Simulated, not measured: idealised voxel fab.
Title: Process Module voxel wiring stack
In the cross-section labelled cut, the width is 260 nm and each square cell is 5 nm.
A cross-section in this document is a grid of square cells, and it is written down as bands, the top band listed before the ones below it; a band is made up of one or more rows of cells.
Within each band entry, the heights of the top and of the bottom of the band appear first, in that order and in nm; the materials of the band then follow from left to right, each with its corresponding width in nm. The designation "all across" on a single material indicates that it fills the band from edge to edge; the designation "blank" indicates empty space.
Height datum 0, below which the as-received substrate wafer is one material. Lowest band open at the bottom, running downward: "from 0 down".
Quick explanation for "30->40": the width changes in equal steps down the rows of cells, from the first number in the band's top row to the second number in its bottom row.
"nothing different" -> step changed no cross-section cell.
Entry "Closed void table". Content: empty spaces with no open connection to the top, size 8 cells or greater. Each: width x height at distance. Distance: from left edge. Unit: nm.
The remark found on a step's line after its settings is issued by the simulator itself and pertains to that step.
Among the settings permitted on a step's line is "overlay nm"; applied to a step with a mask, it specifies the extent to which the mask lay to the right of its planned position, whereas a negative figure signifies a position to the left.
**Process steps foreseen in the plan**
1 RECEIVE (material Si)
2 CONFORMAL_DEP (material SiO2; thk nm 10)
3 CONFORMAL_DEP (material SiCN; thk nm 5)
4 DIRECTIONAL_DEP (material SiO2; thk nm 25)
5 MASKED_ETCH (tone open; mask id METAL_1; width nm 30; pitch nm 55; etch materials SiO2; depth nm 25; overlay nm 0)
6 MASKED_ETCH (tone open; mask id METAL_1; width nm 30; pitch nm 55; etch materials SiCN; depth nm 5; overlay nm 0)
7 CONFORMAL_DEP (material TiN; thk nm 5)
8 FILL_DEP (material Cu; thk nm 5)
9 CMP (height nm 40)
10 CONFORMAL_DEP (material SiCN; thk nm 5)
11 DIRECTIONAL_DEP (material SiO2; thk nm 35)
12 PATTERN (tone open; mask id METAL_2_HOLES; material resist; width nm 15; pitch nm 55; thk nm 15; overlay nm 0)
13 DIRECTIONAL_ETCH (etch materials SiO2; depth nm 35)
14 STRIP (etch materials resist)
15 PATTERN (tone open; mask id METAL_2; material resist; width nm 30; pitch nm 55; thk nm 20; overlay nm 0)
16 DIRECTIONAL_ETCH (etch materials SiO2; depth nm 20)
17 DIRECTIONAL_ETCH (etch materials SiCN; depth nm 5)
18 STRIP (etch materials resist)
19 CONFORMAL_DEP (material TiN; thk nm 5)
20 FILL_DEP (material Ru; thk nm 5)
21 CMP (height nm 80)
22 CONFORMAL_DEP (material SiCN; thk nm 5)
23 DIRECTIONAL_DEP (material SiO2; thk nm 25)
24 PATTERN (tone open; mask id METAL_3; material resist; width nm 30; pitch nm 55; thk nm 15; overlay nm 0)
25 DIRECTIONAL_ETCH (etch materials SiO2; depth nm 15)
26 STRIP (etch materials resist)
27 PATTERN (tone open; mask id METAL_3_HOLES; material resist; width nm 15; pitch nm 55; thk nm 20; overlay nm 0)
28 DIRECTIONAL_ETCH (etch materials SiO2; depth nm 10)
29 DIRECTIONAL_ETCH (etch materials SiCN; depth nm 5)
30 STRIP (etch materials resist)
31 CONFORMAL_DEP (material TiN; thk nm 5)
32 FILL_DEP (material Ru; thk nm 5)
33 CMP (height nm 110)
34 CONFORMAL_DEP (material SiCN; thk nm 5)
**Incoming wafer, cross-sectional view, post step 1**
from 0 down: Si all across
Closed void table: none
**Cross-section, end of module. Start: as above. Plan: as above. Execution: one mistake**
from 115 to 110: SiCN all across
from 110 to 105: Ru all across
from 105 to 100: TiN=35 / Ru=20 / TiN=35 / Ru=20 / TiN=35 / Ru=20 / TiN=35 / Ru=20 / TiN=40
from 100 to 95: SiO2=30 / TiN=20 / Ru=5 / TiN=5 / SiO2=25 / TiN=20 / Ru=5 / TiN=5 / SiO2=25 / TiN=20 / Ru=5 / TiN=5 / SiO2=25 / TiN=20 / Ru=5 / TiN=5 / SiO2=35
from 95 to 85: SiO2=45 / TiN=5 / Ru=5 / TiN=5 / SiO2=40 / TiN=5 / Ru=5 / TiN=5 / SiO2=40 / TiN=5 / Ru=5 / TiN=5 / SiO2=40 / TiN=5 / Ru=5 / TiN=5 / SiO2=35
from 85 to 80: SiCN=45 / TiN=15 / SiCN=40 / TiN=15 / SiCN=40 / TiN=15 / SiCN=40 / TiN=15 / SiCN=35
from 80 to 65: SiO2=30 / TiN=5 / Ru=20 / TiN=5 / SiO2=25 / TiN=5 / Ru=20 / TiN=5 / SiO2=25 / TiN=5 / Ru=20 / TiN=5 / SiO2=25 / TiN=5 / Ru=20 / TiN=5 / SiO2=35
from 65 to 60: SiO2=30 / TiN=5 / Ru=5 / TiN=20 / SiO2=25 / TiN=5 / Ru=5 / TiN=20 / SiO2=25 / TiN=5 / Ru=5 / TiN=20 / SiO2=25 / TiN=5 / Ru=5 / TiN=20 / SiO2=35
from 60 to 45: SiO2=30 / TiN=5 / Ru=5 / TiN=5 / SiO2=40 / TiN=5 / Ru=5 / TiN=5 / SiO2=40 / TiN=5 / Ru=5 / TiN=5 / SiO2=40 / TiN=5 / Ru=5 / TiN=5 / SiO2=50
from 45 to 40: SiCN=30 / TiN=15 / SiCN=40 / TiN=15 / SiCN=40 / TiN=15 / SiCN=40 / TiN=15 / SiCN=50
from 40 to 15: SiO2=30 / TiN=5 / Cu=20 / TiN=5 / SiO2=25 / TiN=5 / Cu=20 / TiN=5 / SiO2=25 / TiN=5 / Cu=20 / TiN=5 / SiO2=25 / TiN=5 / Cu=20 / TiN=5 / SiO2=35
from 15 to 10: SiCN=30 / TiN=30 / SiCN=25 / TiN=30 / SiCN=25 / TiN=30 / SiCN=25 / TiN=30 / SiCN=35
from 10 to 0: SiO2 all across
from 0 down: Si all across
Closed void table: none
Diagnosis: rather than as planned, step 27 actually ran as PATTERN (tone cover; mask id METAL_3_HOLES; material resist; width nm 15; pitch nm 55; thk nm 20; overlay nm 0)
